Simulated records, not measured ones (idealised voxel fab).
voxel released beams: a process module
Section cut is 185 nm wide and gridded with 5 nm square cells.
In this document a cross-section is written as a grid of square cells. It is given as a series of bands, listed from the top down, and a band is one or more rows of cells.
Heights first: top, then bottom, in nm. Then materials, left to right, each with a width in nm. "throughout" on a single material: fills the band edge to edge. "blank": empty space.
A quick word on heights: they are counted from 0, and under that level the wafer as it came to us is one material throughout. The lowest band is different from the rest in having no bottom; it simply continues downward, written as in "0 down".
Width "30 to 40": first value at the band's top row of cells, second value at its bottom row, equal change from row to row.
Take "no alterations made" at face value: in the step it is given for, the cross-section changed in none of its cells.
"Closed void register" specifies each empty space that is not open to the top and that occupies no fewer than 8 cells, using the form width x height at distance, the distance measured from the left edge and all three quantities in nm.
Formally, on a step line, whatever follows the settings is a remark that the simulator itself makes on the step.
overlay nm: where the mask lay relative to plan, measured to the right, on steps with a mask; negatives go left.

The following list gives the planned process steps
1,RECEIVE | material Si
2,CONFORMAL_DEP | material Al2O3 | thk nm 10
3,DIRECTIONAL_DEP | material SiO2 | thk nm 20
4,DIRECTIONAL_DEP | material aC | thk nm 10
5,PATTERN | tone open | mask id ANCHOR | material resist | width nm 45 | thk nm 30 | overlay nm 0
6,DIRECTIONAL_ETCH | etch materials aC | depth nm 10
7,STRIP | etch materials resist
8,DIRECTIONAL_ETCH | etch materials SiO2 | depth nm 20
9,STRIP | etch materials aC
10,CONFORMAL_DEP | material polySi | thk nm 15
11,MASKED_ETCH | tone cover | mask id BEAM | width nm 110 | etch materials polySi | depth nm 15 | overlay nm 0
12,STRIP | etch materials SiO2

Step 1 complete: cross-section of the wafer as received
* 0 down  Si throughout
* Closed void register: none

The first of the two wafers as seen in cross-section once the module was finished; processing followed the plan
* 45 to 30  35 nm blank / 20 nm polySi / 15 nm blank / 75 nm polySi / 40 nm blank
* 30 to 25  40 nm blank / 15 nm polySi / 15 nm blank / 15 nm polySi / 100 nm blank
* 25 to 10  40 nm blank / 45 nm polySi / 100 nm blank
* 10 to 0  Al2O3 throughout
* 0 down  Si throughout
* Closed void register: none

Cross-section, wafer two of two, end of module: same start and plan as wafer one, one error in execution
* 45 to 40  35 nm blank / 20 nm polySi / 15 nm blank / 75 nm polySi / 40 nm blank
* 40 to 30  55 nm polySi / 15 nm blank / 115 nm polySi
* 30 to 25  40 nm SiO2 / 15 nm polySi / 15 nm blank / 15 nm polySi / 100 nm SiO2
* 25 to 10  40 nm SiO2 / 45 nm polySi / 100 nm SiO2
* 10 to 0  Al2O3 throughout
* 0 down  Si throughout
* Closed void register: none
Misprocessing identified: step 11 ran with different settings than intended, the actual operation and settings being MASKED_ETCH | tone cover | mask id BEAM | width nm 110 | etch materials polySi | depth nm 5 | overlay nm 0
At the finish, the second wafer shows more or fewer cells for some materials than the first does: 112 more of SiO2; 30 more of polySi
